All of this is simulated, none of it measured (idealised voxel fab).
The document below concerns the process module designated voxel self aligned vias.
The cross-section on display is named cut; it measures 280 nm wide, and its cells are 5 nm squares.
Cross-section format: a grid of square cells, given as bands from top to bottom; each band is one or more rows of cells. Read a band's entry like this: the first values are the height of its top and the height of its bottom in nm, and what follows is the sequence of materials from left to right, each with its width in nm. Note that "blank" is empty space, and that a single material marked "everywhere" reaches across the band from edge to edge. Heights are measured from 0, the level below which the as-received wafer is all one material; the lowest band has no bottom and continues downward, written as in "0..down". A two-number width, for instance "30..40", indicates that the width is equal to the first number in the top row of the band and to the second number in the bottom row, and that it changes by a constant amount per row of cells. What does "stayed the same" mean for a step? It means no cell of the cross-section changed in that step. Listed in "Voids, sealed": every empty space of 8 or more cells without an open way to the top. Form: width x height at distance, the distance being from the left edge, all in nm. It should be noted that, on the line of a given step, the content following the step's settings is a remark produced by the simulator itself with respect to that step. The optional step-line setting "overlay nm" applies to steps with a mask and quantifies how far to the right of its planned location the mask lay, a negative value indicating leftward placement.

Process steps - plan
- 1: RECEIVE [material Si]
- 2: CONFORMAL_DEP [material SiO2] [thk nm 15]
- 3: CONFORMAL_DEP [material SiCN] [thk nm 5]
- 4: DIRECTIONAL_DEP [material SiO2] [thk nm 30]
- 5: DIRECTIONAL_DEP [material aC] [thk nm 10]
- 6: PATTERN [tone open] [mask id LINES] [material resist] [width nm 20] [pitch nm 45] [thk nm 25] [overlay nm 0]
- 7: DIRECTIONAL_ETCH [etch materials aC] [depth nm 10]
- 8: STRIP [etch materials resist]
- 9: DIRECTIONAL_ETCH [etch materials SiO2] [depth nm 30]
- 10: STRIP [etch materials aC]
- 11: CONFORMAL_DEP [material TiN] [thk nm 5]
- 12: FILL_DEP [material Ru] [thk nm 5]
- 13: CMP [height nm 50]
- 14: SELECTIVE_ETCH [etch materials W Ru TiN] [depth nm 10]
- 15: FILL_DEP [material SiN] [thk nm 5]
- 16: CMP [height nm 50]
- 17: DIRECTIONAL_DEP [material SiO2] [thk nm 15]
- 18: DIRECTIONAL_DEP [material aC] [thk nm 10]
- 19: PATTERN [tone open] [mask id VIAS] [material resist] [width nm 30] [thk nm 25] [overlay nm 0]
- 20: DIRECTIONAL_ETCH [etch materials aC] [depth nm 10]
- 21: STRIP [etch materials resist]
- 22: DIRECTIONAL_ETCH [etch materials SiO2] [depth nm 15]
- 23: DIRECTIONAL_ETCH [etch materials SiN] [depth nm 10]
- 24: STRIP [etch materials aC]
- 25: CONFORMAL_DEP [material TiN] [thk nm 5]
- 26: FILL_DEP [material Ru] [thk nm 10]
- 27: CMP [height nm 65]
- 28: CONFORMAL_DEP [material SiCN] [thk nm 5]

Below: the first of two wafers, run as planned

Wafer as received: cross-section following step 1
> 0..down = Si everywhere
> Voids, sealed: none

You're looking at a cross-section of the wafer after step 2
> 15..0 = SiO2 everywhere
> For the remainder of the cross-section, below 0, there is no change.

You're looking at a cross-section of the wafer after step 3
> 20..15 = SiCN everywhere
> For the remainder of the cross-section, below 15, there is no change.

You're looking at a cross-section of the wafer after step 4
> 50..20 = SiO2 everywhere
> For the remainder of the cross-section, below 20, there is no change.

You're looking at a cross-section of the wafer after step 5
> 60..50 = aC everywhere
> For the remainder of the cross-section, below 50, there is no change.

You're looking at a cross-section of the wafer after step 6
> 85..60 = 105 resist; 20 blank; 25 resist; 20 blank; 110 resist
> For the remainder of the cross-section, below 60, there is no change.

You're looking at a cross-section of the wafer after step 7
> 75..60 = 105 resist; 20 blank; 25 resist; 20 blank; 110 resist
> 60..50 = 105 aC; 20 blank; 25 aC; 20 blank; 110 aC
> For the remainder of the cross-section, below 50, there is no change.

You're looking at a cross-section of the wafer after step 8
> 60..50 = 105 aC; 20 blank; 25 aC; 20 blank; 110 aC
> For the remainder of the cross-section, below 50, there is no change.

You're looking at a cross-section of the wafer after step 9
> 60..50 = 105 aC; 20 blank; 25 aC; 20 blank; 110 aC
> 50..20 = 105 SiO2; 20 blank; 25 SiO2; 20 blank; 110 SiO2
> For the remainder of the cross-section, below 20, there is no change.

You're looking at a cross-section of the wafer after step 10
> 50..20 = 105 SiO2; 20 blank; 25 SiO2; 20 blank; 110 SiO2
> For the remainder of the cross-section, below 20, there is no change.

You're looking at a cross-section of the wafer after step 11
> 55..50 = 110 TiN; 10 blank; 35 TiN; 10 blank; 115 TiN
> 50..25 = 105 SiO2; 5 TiN; 10 blank; 5 TiN; 25 SiO2; 5 TiN; 10 blank; 5 TiN; 110 SiO2
> 25..20 = 105 SiO2; 20 TiN; 25 SiO2; 20 TiN; 110 SiO2
> For the remainder of the cross-section, below 20, there is no change.

You're looking at a cross-section of the wafer after step 12
> 60..55 = Ru everywhere
> 55..50 = 110 TiN; 10 Ru; 35 TiN; 10 Ru; 115 TiN
> 50..25 = 105 SiO2; 5 TiN; 10 Ru; 5 TiN; 25 SiO2; 5 TiN; 10 Ru; 5 TiN; 110 SiO2
> For the remainder of the cross-section, below 25, there is no change.

You're looking at a cross-section of the wafer after step 13
> 50..25 = 105 SiO2; 5 TiN; 10 Ru; 5 TiN; 25 SiO2; 5 TiN; 10 Ru; 5 TiN; 110 SiO2
> For the remainder of the cross-section, below 25, there is no change.

You're looking at a cross-section of the wafer after step 14
> 50..40 = 105 SiO2; 20 blank; 25 SiO2; 20 blank; 110 SiO2
> For the remainder of the cross-section, below 40, there is no change.

You're looking at a cross-section of the wafer after step 15
> 55..50 = SiN everywhere
> 50..40 = 105 SiO2; 20 SiN; 25 SiO2; 20 SiN; 110 SiO2
> For the remainder of the cross-section, below 40, there is no change.

You're looking at a cross-section of the wafer after step 16
> 50..40 = 105 SiO2; 20 SiN; 25 SiO2; 20 SiN; 110 SiO2
> For the remainder of the cross-section, below 40, there is no change.

You're looking at a cross-section of the wafer after step 17
> 65..50 = SiO2 everywhere
> For the remainder of the cross-section, below 50, there is no change.

You're looking at a cross-section of the wafer after step 18
> 75..65 = aC everywhere
> For the remainder of the cross-section, below 65, there is no change.

You're looking at a cross-section of the wafer after step 19
> 100..75 = 100 resist; 30 blank; 150 resist
> For the remainder of the cross-section, below 75, there is no change.

You're looking at a cross-section of the wafer after step 20
> 90..75 = 100 resist; 30 blank; 150 resist
> 75..65 = 100 aC; 30 blank; 150 aC
> For the remainder of the cross-section, below 65, there is no change.

You're looking at a cross-section of the wafer after step 21
> 75..65 = 100 aC; 30 blank; 150 aC
> For the remainder of the cross-section, below 65, there is no change.

You're looking at a cross-section of the wafer after step 22
> 75..65 = 100 aC; 30 blank; 150 aC
> 65..50 = 100 SiO2; 30 blank; 150 SiO2
> For the remainder of the cross-section, below 50, there is no change.

You're looking at a cross-section of the wafer after step 23
> 75..65 = 100 aC; 30 blank; 150 aC
> 65..50 = 100 SiO2; 30 blank; 150 SiO2
> 50..40 = 105 SiO2; 20 blank; 25 SiO2; 20 SiN; 110 SiO2
> For the remainder of the cross-section, below 40, there is no change.

You're looking at a cross-section of the wafer after step 24
> 65..50 = 100 SiO2; 30 blank; 150 SiO2
> For the remainder of the cross-section, below 50, there is no change.

You're looking at a cross-section of the wafer after step 25
> 70..65 = 105 TiN; 20 blank; 155 TiN
> 65..55 = 100 SiO2; 5 TiN; 20 blank; 5 TiN; 150 SiO2
> 55..50 = 100 SiO2; 10 TiN; 10 blank; 10 TiN; 150 SiO2
> 50..45 = 105 SiO2; 5 TiN; 10 blank; 5 TiN; 25 SiO2; 20 SiN; 110 SiO2
> 45..40 = 105 SiO2; 20 TiN; 25 SiO2; 20 SiN; 110 SiO2
> For the remainder of the cross-section, below 40, there is no change.

You're looking at a cross-section of the wafer after step 26
> 80..70 = Ru everywhere
> 70..65 = 105 TiN; 20 Ru; 155 TiN
> 65..55 = 100 SiO2; 5 TiN; 20 Ru; 5 TiN; 150 SiO2
> 55..50 = 100 SiO2; 10 TiN; 10 Ru; 10 TiN; 150 SiO2
> 50..45 = 105 SiO2; 5 TiN; 10 Ru; 5 TiN; 25 SiO2; 20 SiN; 110 SiO2
> For the remainder of the cross-section, below 45, there is no change.

You're looking at a cross-section of the wafer after step 27
> 65..55 = 100 SiO2; 5 TiN; 20 Ru; 5 TiN; 150 SiO2
> For the remainder of the cross-section, below 55, there is no change.

You're looking at a cross-section of the wafer after step 28
> 70..65 = SiCN everywhere
> For the remainder of the cross-section, below 65, there is no change.

The second wafer was prepared from the same starting point and under the same plan as the first; its processing contained one mistake, and it remains indistinguishable from the first wafer up to and including step 5

The second wafer in cross-section, at the planned close of step 6
> 85..60 = 105 blank; 20 resist; 25 blank; 20 resist; 110 blank
> For the remainder of the cross-section, below 60, there is no change.

The second wafer in cross-section, at the planned close of step 7
> 75..60 = 105 blank; 20 resist; 25 blank; 20 resist; 110 blank
> 60..50 = 105 blank; 20 aC; 25 blank; 20 aC; 110 blank
> For the remainder of the cross-section, below 50, there is no change.

The second wafer in cross-section, at the planned close of step 8
> 60..50 = 105 blank; 20 aC; 25 blank; 20 aC; 110 blank
> For the remainder of the cross-section, below 50, there is no change.

The second wafer in cross-section, at the planned close of step 9
> 60..50 = 105 blank; 20 aC; 25 blank; 20 aC; 110 blank
> 50..20 = 105 blank; 20 SiO2; 25 blank; 20 SiO2; 110 blank
> For the remainder of the cross-section, below 20, there is no change.

The second wafer in cross-section, at the planned close of step 10
> 50..20 = 105 blank; 20 SiO2; 25 blank; 20 SiO2; 110 blank
> For the remainder of the cross-section, below 20, there is no change.

The second wafer in cross-section, at the planned close of step 11
> 55..50 = 100 blank; 30 TiN; 15 blank; 30 TiN; 105 blank
> 50..25 = 100 blank; 5 TiN; 20 SiO2; 5 TiN; 15 blank; 5 TiN; 20 SiO2; 5 TiN; 105 blank
> 25..20 = 105 TiN; 20 SiO2; 25 TiN; 20 SiO2; 110 TiN
> For the remainder of the cross-section, below 20, there is no change.

The second wafer in cross-section, at the planned close of step 12
> 60..55 = Ru everywhere
> 55..50 = 100 Ru; 30 TiN; 15 Ru; 30 TiN; 105 Ru
> 50..25 = 100 Ru; 5 TiN; 20 SiO2; 5 TiN; 15 Ru; 5 TiN; 20 SiO2; 5 TiN; 105 Ru
> For the remainder of the cross-section, below 25, there is no change.

The second wafer in cross-section, at the planned close of step 13
> 50..25 = 100 Ru; 5 TiN; 20 SiO2; 5 TiN; 15 Ru; 5 TiN; 20 SiO2; 5 TiN; 105 Ru
> For the remainder of the cross-section, below 25, there is no change.

The second wafer in cross-section, at the planned close of step 14
> 50..40 = 105 blank; 20 SiO2; 25 blank; 20 SiO2; 110 blank
> For the remainder of the cross-section, below 40, there is no change.

The second wafer in cross-section, at the planned close of step 15
> 55..50 = SiN everywhere
> 50..40 = 105 SiN; 20 SiO2; 25 SiN; 20 SiO2; 110 SiN
> For the remainder of the cross-section, below 40, there is no change.

The second wafer in cross-section, at the planned close of step 16
> 50..40 = 105 SiN; 20 SiO2; 25 SiN; 20 SiO2; 110 SiN
> For the remainder of the cross-section, below 40, there is no change.

The second wafer in cross-section, at the planned close of step 17
> 65..50 = SiO2 everywhere
> For the remainder of the cross-section, below 50, there is no change.

The second wafer in cross-section, at the planned close of step 18
> 75..65 = aC everywhere
> For the remainder of the cross-section, below 65, there is no change.

The second wafer in cross-section, at the planned close of step 19
> 100..75 = 100 resist; 30 blank; 150 resist
> For the remainder of the cross-section, below 75, there is no change.

The second wafer in cross-section, at the planned close of step 20
> 90..75 = 100 resist; 30 blank; 150 resist
> 75..65 = 100 aC; 30 blank; 150 aC
> For the remainder of the cross-section, below 65, there is no change.

The second wafer in cross-section, at the planned close of step 21
> 75..65 = 100 aC; 30 blank; 150 aC
> For the remainder of the cross-section, below 65, there is no change.

The second wafer in cross-section, at the planned close of step 22
> 75..65 = 100 aC; 30 blank; 150 aC
> 65..50 = 100 SiO2; 30 blank; 150 SiO2
> For the remainder of the cross-section, below 50, there is no change.

The second wafer in cross-section, at the planned close of step 23
> 75..65 = 100 aC; 30 blank; 150 aC
> 65..50 = 100 SiO2; 30 blank; 150 SiO2
> 50..40 = 100 SiN; 5 blank; 20 SiO2; 5 blank; 20 SiN; 20 SiO2; 110 SiN
> For the remainder of the cross-section, below 40, there is no change.

The second wafer in cross-section, at the planned close of step 24
> 65..50 = 100 SiO2; 30 blank; 150 SiO2
> For the remainder of the cross-section, below 50, there is no change.

The second wafer in cross-section, at the planned close of step 25
> 70..65 = 105 TiN; 20 blank; 155 TiN
> 65..55 = 100 SiO2; 5 TiN; 20 blank; 5 TiN; 150 SiO2
> 55..50 = 100 SiO2; 30 TiN; 150 SiO2
> 50..40 = 100 SiN; 5 TiN; 20 SiO2; 5 TiN; 20 SiN; 20 SiO2; 110 SiN
> For the remainder of the cross-section, below 40, there is no change.

The second wafer in cross-section, at the planned close of step 26
> 80..70 = Ru everywhere
> 70..65 = 105 TiN; 20 Ru; 155 TiN
> 65..55 = 100 SiO2; 5 TiN; 20 Ru; 5 TiN; 150 SiO2
> For the remainder of the cross-section, below 55, there is no change.

The second wafer in cross-section, at the planned close of step 27
> 65..55 = 100 SiO2; 5 TiN; 20 Ru; 5 TiN; 150 SiO2
> For the remainder of the cross-section, below 55, there is no change.

The second wafer in cross-section, at the planned close of step 28
> 70..65 = SiCN everywhere
> For the remainder of the cross-section, below 65, there is no change.
What broke from the plan during processing? the process deviated at step 6: the operation and settings actually run there were PATTERN [tone cover] [mask id LINES] [material resist] [width nm 20] [pitch nm 45] [thk nm 25] [overlay nm 0]
The second wafer ends with more or fewer cells of some materials than the first, per final count: +116 Ru, +84 SiN, -240 SiO2, +40 TiN
